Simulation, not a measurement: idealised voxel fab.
process module | voxel transistor to metal
cross-section cut | 140 nm wide | cells 5 nm
A cross-section is a grid of square cells, given in bands from the top down. A band is one or more rows of cells.
Each band's line starts with the height of the band's top and of its bottom, in nm. Then come its materials from left to right, each with its width in nm. One material with "throughout" fills the band from edge to edge. "air" is empty space.
Height 0 is the level under which the wafer as received is all one material. The lowest band goes on downwards, as in "0 down".
A width such as "30 to 40" changes by the same amount from each row of cells to the next, from the band's top row to its bottom row.
"no change" after a step means that no cell of the cross-section changed.
closed voids: empty space of 8 cells or more with no open way to the top, each as width x height at its distance from the left edge, in nm
after a step's settings: what the simulator itself notes on the step
overlay nm, on a step with a mask: how far to the right of its planned place the mask lay; to the left if negative
Each pair below shows a cross-section before one step and the cross-section after it, down to the lowest band that changed. The line under each pair gives the step between them, with its settings. The pairs can come from different runs of this module on the same starting wafer, so a pair continues from the pair above only where its "before" says so.
before
  0 down: Si throughout
  closed voids: none
after
  0 to -5: SiO2 throughout
  below -5: unchanged
  closed voids: none
the step between: op OXIDIZE | depth nm 5
before: the cross-section after the pair above
after
  15 to 0: SiN throughout
  below 0: unchanged
  closed voids: none
the step between: op CONFORMAL_DEP | material SiN | thk nm 15
before: the cross-section after the pair above
after
  30 to 15: air 20 | resist 100 | air 20
  below 15: unchanged
  closed voids: none
the step between: op PATTERN | tone cover | mask id ACTIVE | material resist | width nm 100 | thk nm 15 | overlay nm 0
before: the cross-section after the pair above
after
  30 to 15: air 20 | resist 100 | air 20
  15 to 0: air 20 | SiN 100 | air 20
  below 0: unchanged
  closed voids: none
the step between: op DIRECTIONAL_ETCH | etch materials SiN | depth nm 15
before: the cross-section after the pair above
after
  30 to 15: air 20 | resist 100 | air 20
  15 to 0: air 20 | SiN 100 | air 20
  0 to -5: air 20 | SiO2 100 | air 20
  below -5: unchanged
  closed voids: none
the step between: op DIRECTIONAL_ETCH | etch materials SiO2 | depth nm 5
before: the cross-section after the pair above
after
  30 to 15: air 20 | resist 100 | air 20
  15 to 0: air 20 | SiN 100 | air 20
  0 to -5: air 20 | SiO2 100 | air 20
  -5 to -35: air 20 | Si 100 | air 20
  below -35: unchanged
  closed voids: none
the step between: op DIRECTIONAL_ETCH | etch materials Si | depth nm 30
before: the cross-section after the pair above
after
  15 to 0: air 20 | SiN 100 | air 20
  below 0: unchanged
  closed voids: none
the step between: op STRIP | etch materials resist
before: the cross-section after the pair above
after
  15 to 0: air 20 | SiN 100 | air 20
  0 to -5: air 20 | SiO2 100 | air 20
  -5 to -35: air 20 | SiO2 5 | Si 90 | SiO2 5 | air 20
  -35 to -40: SiO2 25 | Si 90 | SiO2 25
  below -40: unchanged
  closed voids: none
the step between: op OXIDIZE | depth nm 5
before: the cross-section after the pair above
after
  25 to 15: SiO2 throughout
  15 to 0: SiO2 20 | SiN 100 | SiO2 20
  0 to -5: SiO2 throughout
  -5 to -40: SiO2 25 | Si 90 | SiO2 25
  below -40: unchanged
  closed voids: none
the step between: op FILL_DEP | material SiO2 | thk nm 10
before: the cross-section after the pair above
after
  15 to 0: SiO2 20 | SiN 100 | SiO2 20
  below 0: unchanged
  closed voids: none
the step between: op CMP | height nm 15
before: the cross-section after the pair above
after
  15 to 10: air 20 | SiN 100 | air 20
  below 10: unchanged
  closed voids: none
the step between: op SELECTIVE_ETCH | etch materials SiO2 | depth nm 5
before: the cross-section after the pair above
after
  10 to 0: SiO2 20 | air 100 | SiO2 20
  below 0: unchanged
  closed voids: none
the step between: op STRIP | etch materials SiN
before: the cross-section after the pair above
after
  5 to -5: SiO2 15 | air 110 | SiO2 15
  below -5: unchanged
  closed voids: none
the step between: op SELECTIVE_ETCH | etch materials SiO2 | depth nm 5
before: the cross-section after the pair above
after
  5 to -5: SiO2 15 | air 110 | SiO2 15
  -5 to -10: SiO2 throughout
  below -10: unchanged
  closed voids: none
the step between: op OXIDIZE | depth nm 5
before: the cross-section after the pair above
after
  25 to 15: polySi 15 | air 110 | polySi 15
  15 to 5: polySi throughout
  5 to -5: SiO2 15 | polySi 110 | SiO2 15
  below -5: unchanged
  closed voids: none
the step between: op DIRECTIONAL_DEP | material polySi | thk nm 20
before: the cross-section after the pair above
after
  40 to 30: SiCN 15 | air 110 | SiCN 15
  30 to 25: SiCN throughout
  25 to 15: polySi 15 | SiCN 110 | polySi 15
  below 15: unchanged
  closed voids: none
the step between: op DIRECTIONAL_DEP | material SiCN | thk nm 15
before: the cross-section after the pair above
after
  55 to 45: aC 15 | air 110 | aC 15
  45 to 40: aC throughout
  40 to 30: SiCN 15 | aC 110 | SiCN 15
  below 30: unchanged
  closed voids: none
the step between: op DIRECTIONAL_DEP | material aC | thk nm 15
before: the cross-section after the pair above
after
  90 to 55: air 60 | resist 20 | air 60
  55 to 45: aC 15 | air 45 | resist 20 | air 45 | aC 15
  below 45: unchanged
  closed voids: none
the step between: op PATTERN | tone cover | mask id GATE | material resist | width nm 20 | thk nm 35 | overlay nm 0
before: the cross-section after the pair above
after
  75 to 45: air 60 | resist 20 | air 60
  45 to 40: air 60 | aC 20 | air 60
  40 to 30: SiCN 15 | air 45 | aC 20 | air 45 | SiCN 15
  below 30: unchanged
  closed voids: none
the step between: op DIRECTIONAL_ETCH | etch materials aC | depth nm 15
before: the cross-section after the pair above
after
  45 to 40: air 60 | aC 20 | air 60
  below 40: unchanged
  closed voids: none
the step between: op STRIP | etch materials resist
before: the cross-section after the pair above
after
  45 to 30: air 60 | aC 20 | air 60
  30 to 25: air 60 | SiCN 20 | air 60
  25 to 15: polySi 15 | air 45 | SiCN 20 | air 45 | polySi 15
  below 15: unchanged
  closed voids: none
the step between: op DIRECTIONAL_ETCH | etch materials SiCN | depth nm 25
before: the cross-section after the pair above
after
  45 to 30: air 60 | aC 20 | air 60
  30 to 15: air 60 | SiCN 20 | air 60
  15 to 5: air 60 | polySi 20 | air 60
  5 to -5: SiO2 15 | air 45 | polySi 20 | air 45 | SiO2 15
  below -5: unchanged
  closed voids: none
the step between: op DIRECTIONAL_ETCH | etch materials polySi | depth nm 30
before: the cross-section after the pair above
after
  30 to 15: air 60 | SiCN 20 | air 60
  below 15: unchanged
  closed voids: none
the step between: op STRIP | etch materials aC
before: the cross-section after the pair above
after
  40 to 30: air 50 | SiN 40 | air 50
  30 to 15: air 50 | SiN 10 | SiCN 20 | SiN 10 | air 50
  15 to 5: SiN 25 | air 25 | SiN 10 | polySi 20 | SiN 10 | air 25 | SiN 25
  5 to -5: SiO2 15 | SiN 45 | polySi 20 | SiN 45 | SiO2 15
  below -5: unchanged
  closed voids: none
the step between: op CONFORMAL_DEP | material SiN | thk nm 10
before: the cross-section after the pair above
after
  30 to 15: air 50 | SiN 10 | SiCN 20 | SiN 10 | air 50
  15 to 5: air 50 | SiN 10 | polySi 20 | SiN 10 | air 50
  5 to -5: SiO2 15 | SiN 10 | air 25 | SiN 10 | polySi 20 | SiN 10 | air 25 | SiN 10 | SiO2 15
  below -5: unchanged
  closed voids: none
the step between: op DIRECTIONAL_ETCH | etch materials SiN | depth nm 10
before: the cross-section after the pair above
after
  30 to 15: air 50 | SiN 10 | SiCN 20 | SiN 10 | air 50
  15 to 5: air 50 | SiN 10 | polySi 20 | SiN 10 | air 50
  5 to 0: air 15 | SiN 10 | air 25 | SiN 10 | polySi 20 | SiN 10 | air 25 | SiN 10 | air 15
  0 to -5: SiO2 15 | SiN 10 | air 25 | SiN 10 | polySi 20 | SiN 10 | air 25 | SiN 10 | SiO2 15
  -5 to -10: SiO2 25 | air 25 | SiO2 40 | air 25 | SiO2 25
  below -10: unchanged
  closed voids: none
the step between: op DIRECTIONAL_ETCH | etch materials SiO2 | depth nm 5
before: the cross-section after the pair above
after
  30 to 15: air 50 | SiN 10 | SiCN 20 | SiN 10 | air 50
  15 to 5: air 50 | SiN 10 | polySi 20 | SiN 10 | air 50
  5 to 0: air 15 | SiN 10 | air 25 | SiN 10 | polySi 20 | SiN 10 | air 25 | SiN 10 | air 15
  0 to -5: SiO2 15 | SiN 10 | air 25 | SiN 10 | polySi 20 | SiN 10 | air 25 | SiN 10 | SiO2 15
  -5 to -10: SiO2 25 | air 25 | SiO2 40 | air 25 | SiO2 25
  -10 to -25: SiO2 25 | air 25 | Si 40 | air 25 | SiO2 25
  below -25: unchanged
  closed voids: none
the step between: op DIRECTIONAL_ETCH | etch materials Si | depth nm 15
before: the cross-section after the pair above
after
  30 to 15: air 50 | SiN 10 | SiCN 20 | SiN 10 | air 50
  15 to 5: air 50 | SiN 10 | polySi 20 | SiN 10 | air 50
  5 to 0: air 15 | SiN 10 | air 10 | nSi 15 | SiN 10 | polySi 20 | SiN 10 | nSi 15 | air 10 | SiN 10 | air 15
  0 to -5: SiO2 15 | SiN 10 | air 10 | nSi 15 | SiN 10 | polySi 20 | SiN 10 | nSi 15 | air 10 | SiN 10 | SiO2 15
  -5 to -10: SiO2 25 | air 10 | nSi 15 | SiO2 40 | nSi 15 | air 10 | SiO2 25
  -10 to -25: SiO2 25 | nSi 25 | Si 40 | nSi 25 | SiO2 25
  below -25: unchanged
  closed voids: none
the step between: op EPI | material nSi | thk nm 15
before: the cross-section after the pair above
after
  40 to 30: SiO2 throughout
  30 to 15: SiO2 50 | SiN 10 | SiCN 20 | SiN 10 | SiO2 50
  15 to 5: SiO2 50 | SiN 10 | polySi 20 | SiN 10 | SiO2 50
  5 to -5: SiO2 15 | SiN 10 | SiO2 10 | nSi 15 | SiN 10 | polySi 20 | SiN 10 | nSi 15 | SiO2 10 | SiN 10 | SiO2 15
  -5 to -10: SiO2 35 | nSi 15 | SiO2 40 | nSi 15 | SiO2 35
  below -10: unchanged
  closed voids: none
the step between: op FILL_DEP | material SiO2 | thk nm 10
before: the cross-section after the pair above
after
  30 to 15: SiO2 50 | SiN 10 | SiCN 20 | SiN 10 | SiO2 50
  below 15: unchanged
  closed voids: none
the step between: op CMP | height nm 30
before: the cross-section after the pair above
after
  40 to 30: SiO2 throughout
  below 30: unchanged
  closed voids: none
the step between: op DIRECTIONAL_DEP | material SiO2 | thk nm 10
before: the cross-section after the pair above
after
  55 to 40: aC throughout
  below 40: unchanged
  closed voids: none
the step between: op DIRECTIONAL_DEP | material aC | thk nm 15
before: the cross-section after the pair above
after
  90 to 55: resist 30 | air 25 | resist 30 | air 25 | resist 30
  below 55: unchanged
  closed voids: none
the step between: op PATTERN | tone open | mask id CONTACT | material resist | width nm 25 | pitch nm 55 | thk nm 35 | overlay nm 0
before: the cross-section after the pair above
after
  75 to 55: resist 30 | air 25 | resist 30 | air 25 | resist 30
  55 to 40: aC 30 | air 25 | aC 30 | air 25 | aC 30
  below 40: unchanged
  closed voids: none
the step between: op DIRECTIONAL_ETCH | etch materials aC | depth nm 15
before: the cross-section after the pair above
after
  55 to 40: aC 30 | air 25 | aC 30 | air 25 | aC 30
  below 40: unchanged
  closed voids: none
the step between: op STRIP | etch materials resist
before: the cross-section after the pair above
after
  55 to 40: aC 30 | air 25 | aC 30 | air 25 | aC 30
  40 to 30: SiO2 30 | air 25 | SiO2 30 | air 25 | SiO2 30
  30 to 15: SiO2 30 | air 20 | SiN 10 | SiCN 20 | SiN 10 | air 20 | SiO2 30
  15 to 5: SiO2 30 | air 20 | SiN 10 | polySi 20 | SiN 10 | air 20 | SiO2 30
  5 to -5: SiO2 15 | SiN 10 | SiO2 5 | air 5 | nSi 15 | SiN 10 | polySi 20 | SiN 10 | nSi 15 | air 5 | SiO2 5 | SiN 10 | SiO2 15
  -5 to -10: SiO2 30 | air 5 | nSi 15 | SiO2 40 | nSi 15 | air 5 | SiO2 30
  below -10: unchanged
  closed voids: none
the step between: op DIRECTIONAL_ETCH | etch materials SiO2 | depth nm 50
before: the cross-section after the pair above
after
  40 to 30: SiO2 30 | air 25 | SiO2 30 | air 25 | SiO2 30
  below 30: unchanged
  closed voids: none
the step between: op STRIP | etch materials aC
before: the cross-section after the pair above
after
  45 to 40: TiN 35 | air 15 | TiN 40 | air 15 | TiN 35
  40 to 30: SiO2 30 | TiN 5 | air 15 to 10 | TiN 5 to 10 | SiO2 30 | TiN 5 to 10 | air 15 to 10 | TiN 5 | SiO2 30
  30 to 15: SiO2 30 | TiN 5 | air 10 | TiN 5 | SiN 10 | SiCN 20 | SiN 10 | TiN 5 | air 10 | TiN 5 | SiO2 30
  15 to 10: SiO2 30 | TiN 5 | air 10 | TiN 5 | SiN 10 | polySi 20 | SiN 10 | TiN 5 | air 10 | TiN 5 | SiO2 30
  10 to 5: SiO2 30 | TiN 20 | SiN 10 | polySi 20 | SiN 10 | TiN 20 | SiO2 30
  5 to -5: SiO2 15 | SiN 10 | SiO2 5 | TiN 5 | nSi 15 | SiN 10 | polySi 20 | SiN 10 | nSi 15 | TiN 5 | SiO2 5 | SiN 10 | SiO2 15
  -5 to -10: SiO2 30 | TiN 5 | nSi 15 | SiO2 40 | nSi 15 | TiN 5 | SiO2 30
  below -10: unchanged
  closed voids: none
the step between: op CONFORMAL_DEP | material TiN | thk nm 5
before: the cross-section after the pair above
after
  55 to 45: W throughout
  45 to 40: TiN 35 | W 15 | TiN 40 | W 15 | TiN 35
  40 to 30: SiO2 30 | TiN 5 | W 15 to 10 | TiN 5 to 10 | SiO2 30 | TiN 5 to 10 | W 15 to 10 | TiN 5 | SiO2 30
  30 to 15: SiO2 30 | TiN 5 | W 10 | TiN 5 | SiN 10 | SiCN 20 | SiN 10 | TiN 5 | W 10 | TiN 5 | SiO2 30
  15 to 10: SiO2 30 | TiN 5 | W 10 | TiN 5 | SiN 10 | polySi 20 | SiN 10 | TiN 5 | W 10 | TiN 5 | SiO2 30
  below 10: unchanged
  closed voids: none
the step between: op FILL_DEP | material W | thk nm 10
before: the cross-section after the pair above
after
  40 to 30: SiO2 30 | TiN 5 | W 15 to 10 | TiN 5 to 10 | SiO2 30 | TiN 5 to 10 | W 15 to 10 | TiN 5 | SiO2 30
  below 30: unchanged
  closed voids: none
the step between: op CMP | height nm 40
before: the cross-section after the pair above
after
  45 to 40: SiN throughout
  below 40: unchanged
  closed voids: none
the step between: op CONFORMAL_DEP | material SiN | thk nm 5
before: the cross-section after the pair above
after
  70 to 45: SiO2 throughout
  below 45: unchanged
  closed voids: none
the step between: op DIRECTIONAL_DEP | material SiO2 | thk nm 25
before: the cross-section after the pair above
after
  70 to 45: SiO2 30 | air 15 | SiO2 50 | air 15 | SiO2 30
  below 45: unchanged
  closed voids: none
the step between: op MASKED_ETCH | tone open | mask id METAL_1 | width nm 15 | pitch nm 65 | etch materials SiO2 | depth nm 25 | overlay nm 0
before: the cross-section after the pair above
after
  70 to 45: SiO2 30 | air 15 | SiO2 50 | air 15 | SiO2 30
  45 to 40: SiN 30 | air 15 | SiN 50 | air 15 | SiN 30
  below 40: unchanged
  closed voids: none
the step between: op MASKED_ETCH | tone open | mask id METAL_1 | width nm 15 | pitch nm 65 | etch materials SiN | depth nm 5 | overlay nm 0
before: the cross-section after the pair above
after
  75 to 70: TiN 35 | air 5 | TiN 60 | air 5 | TiN 35
  70 to 45: SiO2 30 | TiN 5 | air 5 | TiN 5 | SiO2 50 | TiN 5 | air 5 | TiN 5 | SiO2 30
  45 to 40: SiN 30 | TiN 15 | SiN 50 | TiN 15 | SiN 30
  below 40: unchanged
  closed voids: none
the step between: op CONFORMAL_DEP | material TiN | thk nm 5
before: the cross-section after the pair above
after
  85 to 75: Ru throughout
  75 to 70: TiN 35 | Ru 5 | TiN 60 | Ru 5 | TiN 35
  70 to 45: SiO2 30 | TiN 5 | Ru 5 | TiN 5 | SiO2 50 | TiN 5 | Ru 5 | TiN 5 | SiO2 30
  below 45: unchanged
  closed voids: none
the step between: op FILL_DEP | material Ru | thk nm 10
before: the cross-section after the pair above
after
  70 to 45: SiO2 30 | TiN 5 | Ru 5 | TiN 5 | SiO2 50 | TiN 5 | Ru 5 | TiN 5 | SiO2 30
  below 45: unchanged
  closed voids: none
the step between: op CMP | height nm 70
before: the cross-section after the pair above
after
  75 to 70: SiCN throughout
  below 70: unchanged
  closed voids: none
the step between: op CONFORMAL_DEP | material SiCN | thk nm 5
before: the cross-section after the pair above
after
  100 to 75: lowk throughout
  below 75: unchanged
  closed voids: none
the step between: op DIRECTIONAL_DEP | material lowk | thk nm 25
before: the cross-section after the pair above
after
  115 to 100: resist 30 | air 15 | resist 50 | air 15 | resist 30
  below 100: unchanged
  closed voids: none
the step between: op PATTERN | tone open | mask id METAL_2 | material resist | width nm 15 | pitch nm 65 | thk nm 15 | overlay nm 0
before: the cross-section after the pair above
after
  115 to 100: resist 30 | air 15 | resist 50 | air 15 | resist 30
  100 to 85: lowk 30 | air 15 | lowk 50 | air 15 | lowk 30
  below 85: unchanged
  closed voids: none
the step between: op DIRECTIONAL_ETCH | etch materials lowk | depth nm 15
before: the cross-section after the pair above
after
  100 to 85: lowk 30 | air 15 | lowk 50 | air 15 | lowk 30
  below 85: unchanged
  closed voids: none
the step between: op STRIP | etch materials resist
before: the cross-section after the pair above
after
  120 to 100: resist 30 | air 15 | resist 50 | air 15 | resist 30
  below 100: unchanged
  closed voids: none
the step between: op PATTERN | tone open | mask id METAL_2_HOLES | material resist | width nm 15 | pitch nm 65 | thk nm 20 | overlay nm 0
before: the cross-section after the pair above
after
  120 to 100: resist 30 | air 15 | resist 50 | air 15 | resist 30
  100 to 75: lowk 30 | air 15 | lowk 50 | air 15 | lowk 30
  below 75: unchanged
  closed voids: none
the step between: op DIRECTIONAL_ETCH | etch materials lowk | depth nm 10
before: the cross-section after the pair above
after
  120 to 100: resist 30 | air 15 | resist 50 | air 15 | resist 30
  100 to 75: lowk 30 | air 15 | lowk 50 | air 15 | lowk 30
  75 to 70: SiCN 30 | air 15 | SiCN 50 | air 15 | SiCN 30
  below 70: unchanged
  closed voids: none
the step between: op DIRECTIONAL_ETCH | etch materials SiCN | depth nm 5
before: the cross-section after the pair above
after
  100 to 75: lowk 30 | air 15 | lowk 50 | air 15 | lowk 30
  below 75: unchanged
  closed voids: none
the step between: op STRIP | etch materials resist
before: the cross-section after the pair above
after
  105 to 100: TiN 35 | air 5 | TiN 60 | air 5 | TiN 35
  100 to 75: lowk 30 | TiN 5 | air 5 | TiN 5 | lowk 50 | TiN 5 | air 5 | TiN 5 | lowk 30
  75 to 70: SiCN 30 | TiN 15 | SiCN 50 | TiN 15 | SiCN 30
  below 70: unchanged
  closed voids: none
the step between: op CONFORMAL_DEP | material TiN | thk nm 5
before: the cross-section after the pair above
after
  115 to 105: Cu throughout
  105 to 100: TiN 35 | Cu 5 | TiN 60 | Cu 5 | TiN 35
  100 to 75: lowk 30 | TiN 5 | Cu 5 | TiN 5 | lowk 50 | TiN 5 | Cu 5 | TiN 5 | lowk 30
  below 75: unchanged
  closed voids: none
the step between: op FILL_DEP | material Cu | thk nm 10
before: the cross-section after the pair above
after
  100 to 75: lowk 30 | TiN 5 | Cu 5 | TiN 5 | lowk 50 | TiN 5 | Cu 5 | TiN 5 | lowk 30
  below 75: unchanged
  closed voids: none
the step between: op CMP | height nm 100
before: the cross-section after the pair above
after
  105 to 100: SiN throughout
  below 100: unchanged
  closed voids: none
the step between: op CONFORMAL_DEP | material SiN | thk nm 5
before
  85 to 75: Ru throughout
  75 to 70: TiN 35 | Ru 5 | TiN 60 | Ru 5 | TiN 35
  70 to 45: SiO2 30 | TiN 5 | Ru 5 | TiN 5 | SiO2 50 | TiN 5 | Ru 5 | TiN 5 | SiO2 30
  45 to 40: SiN 30 | TiN 15 | SiN 50 | TiN 15 | SiN 30
  40 to 30: SiO2 30 | TiN 5 | W 15 to 10 | TiN 5 to 10 | SiO2 30 | TiN 5 to 10 | W 15 to 10 | TiN 5 | SiO2 30
  30 to 15: SiO2 30 | TiN 5 | W 10 | TiN 5 | SiN 10 | SiCN 20 | SiN 10 | TiN 5 | W 10 | TiN 5 | SiO2 30
  15 to 10: SiO2 30 | TiN 5 | W 10 | TiN 5 | SiN 10 | polySi 20 | SiN 10 | TiN 5 | W 10 | TiN 5 | SiO2 30
  10 to 5: SiO2 30 | TiN 20 | SiN 10 | polySi 20 | SiN 10 | TiN 20 | SiO2 30
  5 to -5: SiO2 15 | SiN 10 | SiO2 5 | TiN 5 | nSi 15 | SiN 10 | polySi 20 | SiN 10 | nSi 15 | TiN 5 | SiO2 5 | SiN 10 | SiO2 15
  -5 to -10: SiO2 30 | TiN 5 | nSi 15 | SiO2 40 | nSi 15 | TiN 5 | SiO2 30
  -10 to -25: SiO2 25 | nSi 25 | Si 40 | nSi 25 | SiO2 25
  -25 to -40: SiO2 25 | Si 90 | SiO2 25
  -40 down: Si throughout
  closed voids: none
after
  90 to 85: SiCN throughout
  below 85: unchanged
  closed voids: none
the step between: op CONFORMAL_DEP | material SiCN | thk nm 5
before: the cross-section after the pair above
after
  115 to 90: lowk throughout
  below 90: unchanged
  closed voids: none
the step between: op DIRECTIONAL_DEP | material lowk | thk nm 25
before: the cross-section after the pair above
after
  130 to 115: resist 30 | air 15 | resist 50 | air 15 | resist 30
  below 115: unchanged
  closed voids: none
the step between: op PATTERN | tone open | mask id METAL_2 | material resist | width nm 15 | pitch nm 65 | thk nm 15 | overlay nm 0
before: the cross-section after the pair above
after
  130 to 115: resist 30 | air 15 | resist 50 | air 15 | resist 30
  115 to 100: lowk 30 | air 15 | lowk 50 | air 15 | lowk 30
  below 100: unchanged
  closed voids: none
the step between: op DIRECTIONAL_ETCH | etch materials lowk | depth nm 15
before: the cross-section after the pair above
after
  115 to 100: lowk 30 | air 15 | lowk 50 | air 15 | lowk 30
  below 100: unchanged
  closed voids: none
the step between: op STRIP | etch materials resist
before: the cross-section after the pair above
after
  135 to 115: resist 30 | air 15 | resist 50 | air 15 | resist 30
  below 115: unchanged
  closed voids: none
the step between: op PATTERN | tone open | mask id METAL_2_HOLES | material resist | width nm 15 | pitch nm 65 | thk nm 20 | overlay nm 0
before: the cross-section after the pair above
after
  135 to 115: resist 30 | air 15 | resist 50 | air 15 | resist 30
  115 to 90: lowk 30 | air 15 | lowk 50 | air 15 | lowk 30
  below 90: unchanged
  closed voids: none
the step between: op DIRECTIONAL_ETCH | etch materials lowk | depth nm 10
before: the cross-section after the pair above
after
  135 to 115: resist 30 | air 15 | resist 50 | air 15 | resist 30
  115 to 90: lowk 30 | air 15 | lowk 50 | air 15 | lowk 30
  90 to 85: SiCN 30 | air 15 | SiCN 50 | air 15 | SiCN 30
  below 85: unchanged
  closed voids: none
the step between: op DIRECTIONAL_ETCH | etch materials SiCN | depth nm 5
before: the cross-section after the pair above
after
  115 to 90: lowk 30 | air 15 | lowk 50 | air 15 | lowk 30
  below 90: unchanged
  closed voids: none
the step between: op STRIP | etch materials resist
before: the cross-section after the pair above
after
  120 to 115: TiN 35 | air 5 | TiN 60 | air 5 | TiN 35
  115 to 90: lowk 30 | TiN 5 | air 5 | TiN 5 | lowk 50 | TiN 5 | air 5 | TiN 5 | lowk 30
  90 to 85: SiCN 30 | TiN 15 | SiCN 50 | TiN 15 | SiCN 30
  below 85: unchanged
  closed voids: none
the step between: op CONFORMAL_DEP | material TiN | thk nm 5
before: the cross-section after the pair above
after
  130 to 120: Cu throughout
  120 to 115: TiN 35 | Cu 5 | TiN 60 | Cu 5 | TiN 35
  115 to 90: lowk 30 | TiN 5 | Cu 5 | TiN 5 | lowk 50 | TiN 5 | Cu 5 | TiN 5 | lowk 30
  below 90: unchanged
  closed voids: none
the step between: op FILL_DEP | material Cu | thk nm 10
before: the cross-section after the pair above
after
  100 to 90: lowk 30 | TiN 5 | Cu 5 | TiN 5 | lowk 50 | TiN 5 | Cu 5 | TiN 5 | lowk 30
  below 90: unchanged
  closed voids: none
the step between: op CMP | height nm 100
before: the cross-section after the pair above
after
  105 to 100: SiN throughout
  below 100: unchanged
  closed voids: none
the step between: op CONFORMAL_DEP | material SiN | thk nm 5
before
  100 to 75: lowk throughout
  75 to 70: SiCN throughout
  70 to 45: SiO2 30 | TiN 5 | Ru 5 | TiN 5 | SiO2 50 | TiN 5 | Ru 5 | TiN 5 | SiO2 30
  45 to 40: SiN 30 | TiN 15 | SiN 50 | TiN 15 | SiN 30
  40 to 30: SiO2 30 | TiN 5 | W 15 to 10 | TiN 5 to 10 | SiO2 30 | TiN 5 to 10 | W 15 to 10 | TiN 5 | SiO2 30
  30 to 15: SiO2 30 | TiN 5 | W 10 | TiN 5 | SiN 10 | SiCN 20 | SiN 10 | TiN 5 | W 10 | TiN 5 | SiO2 30
  15 to 10: SiO2 30 | TiN 5 | W 10 | TiN 5 | SiN 10 | polySi 20 | SiN 10 | TiN 5 | W 10 | TiN 5 | SiO2 30
  10 to 5: SiO2 30 | TiN 20 | SiN 10 | polySi 20 | SiN 10 | TiN 20 | SiO2 30
  5 to -5: SiO2 15 | SiN 10 | SiO2 5 | TiN 5 | nSi 15 | SiN 10 | polySi 20 | SiN 10 | nSi 15 | TiN 5 | SiO2 5 | SiN 10 | SiO2 15
  -5 to -10: SiO2 30 | TiN 5 | nSi 15 | SiO2 40 | nSi 15 | TiN 5 | SiO2 30
  -10 to -25: SiO2 25 | nSi 25 | Si 40 | nSi 25 | SiO2 25
  -25 to -40: SiO2 25 | Si 90 | SiO2 25
  -40 down: Si throughout
  closed voids: none
after
  125 to 75: lowk throughout
  below 75: unchanged
  closed voids: none
the step between: op DIRECTIONAL_DEP | material lowk | thk nm 25
before: the cross-section after the pair above
after
  140 to 125: resist 30 | air 15 | resist 50 | air 15 | resist 30
  below 125: unchanged
  closed voids: none
the step between: op PATTERN | tone open | mask id METAL_2 | material resist | width nm 15 | pitch nm 65 | thk nm 15 | overlay nm 0
before: the cross-section after the pair above
after
  140 to 125: resist 30 | air 15 | resist 50 | air 15 | resist 30
  125 to 110: lowk 30 | air 15 | lowk 50 | air 15 | lowk 30
  below 110: unchanged
  closed voids: none
the step between: op DIRECTIONAL_ETCH | etch materials lowk | depth nm 15
before: the cross-section after the pair above
after
  125 to 110: lowk 30 | air 15 | lowk 50 | air 15 | lowk 30
  below 110: unchanged
  closed voids: none
the step between: op STRIP | etch materials resist
before: the cross-section after the pair above
after
  145 to 125: resist 30 | air 15 | resist 50 | air 15 | resist 30
  below 125: unchanged
  closed voids: none
the step between: op PATTERN | tone open | mask id METAL_2_HOLES | material resist | width nm 15 | pitch nm 65 | thk nm 20 | overlay nm 0
before: the cross-section after the pair above
after
  145 to 125: resist 30 | air 15 | resist 50 | air 15 | resist 30
  125 to 100: lowk 30 | air 15 | lowk 50 | air 15 | lowk 30
  below 100: unchanged
  closed voids: none
the step between: op DIRECTIONAL_ETCH | etch materials lowk | depth nm 10
before: the cross-section after the pair above
after
  125 to 100: lowk 30 | air 15 | lowk 50 | air 15 | lowk 30
  below 100: unchanged
  closed voids: none
the step between: op STRIP | etch materials resist
before: the cross-section after the pair above
after
  130 to 125: TiN 35 | air 5 | TiN 60 | air 5 | TiN 35
  125 to 105: lowk 30 | TiN 5 | air 5 | TiN 5 | lowk 50 | TiN 5 | air 5 | TiN 5 | lowk 30
  105 to 100: lowk 30 | TiN 15 | lowk 50 | TiN 15 | lowk 30
  below 100: unchanged
  closed voids: none
the step between: op CONFORMAL_DEP | material TiN | thk nm 5
before: the cross-section after the pair above
after
  140 to 130: Cu throughout
  130 to 125: TiN 35 | Cu 5 | TiN 60 | Cu 5 | TiN 35
  125 to 105: lowk 30 | TiN 5 | Cu 5 | TiN 5 | lowk 50 | TiN 5 | Cu 5 | TiN 5 | lowk 30
  below 105: unchanged
  closed voids: none
the step between: op FILL_DEP | material Cu | thk nm 10
before: the cross-section after the pair above
after
  100 to 75: lowk throughout
  below 75: unchanged
  closed voids: none
the step between: op CMP | height nm 100
before: the cross-section after the pair above
after
  105 to 100: SiN throughout
  below 100: unchanged
  closed voids: none
the step between: op CONFORMAL_DEP | material SiN | thk nm 5
before
  15 to 10: air 20 | SiN 100 | air 20
  10 to 0: SiO2 20 | SiN 100 | SiO2 20
  0 to -5: SiO2 throughout
  -5 to -40: SiO2 25 | Si 90 | SiO2 25
  -40 down: Si throughout
  closed voids: none
after
  15 to 5: air 20 | SiN 100 | air 20
  below 5: unchanged
  closed voids: none
the step between: op SELECTIVE_ETCH | etch materials SiO2 | depth nm 5
before: the cross-section after the pair above
after
  5 to 0: SiO2 20 | air 100 | SiO2 20
  below 0: unchanged
  closed voids: none
the step between: op STRIP | etch materials SiN
before: the cross-section after the pair above
after
  25 to 20: polySi 20 | air 100 | polySi 20
  20 to 5: polySi throughout
  5 to 0: SiO2 20 | polySi 100 | SiO2 20
  below 0: unchanged
  closed voids: none
the step between: op DIRECTIONAL_DEP | material polySi | thk nm 20
before: the cross-section after the pair above
after
  40 to 35: SiCN 20 | air 100 | SiCN 20
  35 to 25: SiCN throughout
  25 to 20: polySi 20 | SiCN 100 | polySi 20
  below 20: unchanged
  closed voids: none
the step between: op DIRECTIONAL_DEP | material SiCN | thk nm 15
before: the cross-section after the pair above
after
  55 to 50: aC 20 | air 100 | aC 20
  50 to 40: aC throughout
  40 to 35: SiCN 20 | aC 100 | SiCN 20
  below 35: unchanged
  closed voids: none
the step between: op DIRECTIONAL_DEP | material aC | thk nm 15
before: the cross-section after the pair above
after
  90 to 55: air 60 | resist 20 | air 60
  55 to 50: aC 20 | air 40 | resist 20 | air 40 | aC 20
  below 50: unchanged
  closed voids: none
the step between: op PATTERN | tone cover | mask id GATE | material resist | width nm 20 | thk nm 35 | overlay nm 0
before: the cross-section after the pair above
after
  75 to 50: air 60 | resist 20 | air 60
  50 to 40: air 60 | aC 20 | air 60
  40 to 35: SiCN 20 | air 40 | aC 20 | air 40 | SiCN 20
  below 35: unchanged
  closed voids: none
the step between: op DIRECTIONAL_ETCH | etch materials aC | depth nm 15
before: the cross-section after the pair above
after
  50 to 40: air 60 | aC 20 | air 60
  below 40: unchanged
  closed voids: none
the step between: op STRIP | etch materials resist
before: the cross-section after the pair above
after
  50 to 35: air 60 | aC 20 | air 60
  35 to 25: air 60 | SiCN 20 | air 60
  25 to 20: polySi 20 | air 40 | SiCN 20 | air 40 | polySi 20
  below 20: unchanged
  closed voids: none
the step between: op DIRECTIONAL_ETCH | etch materials SiCN | depth nm 25
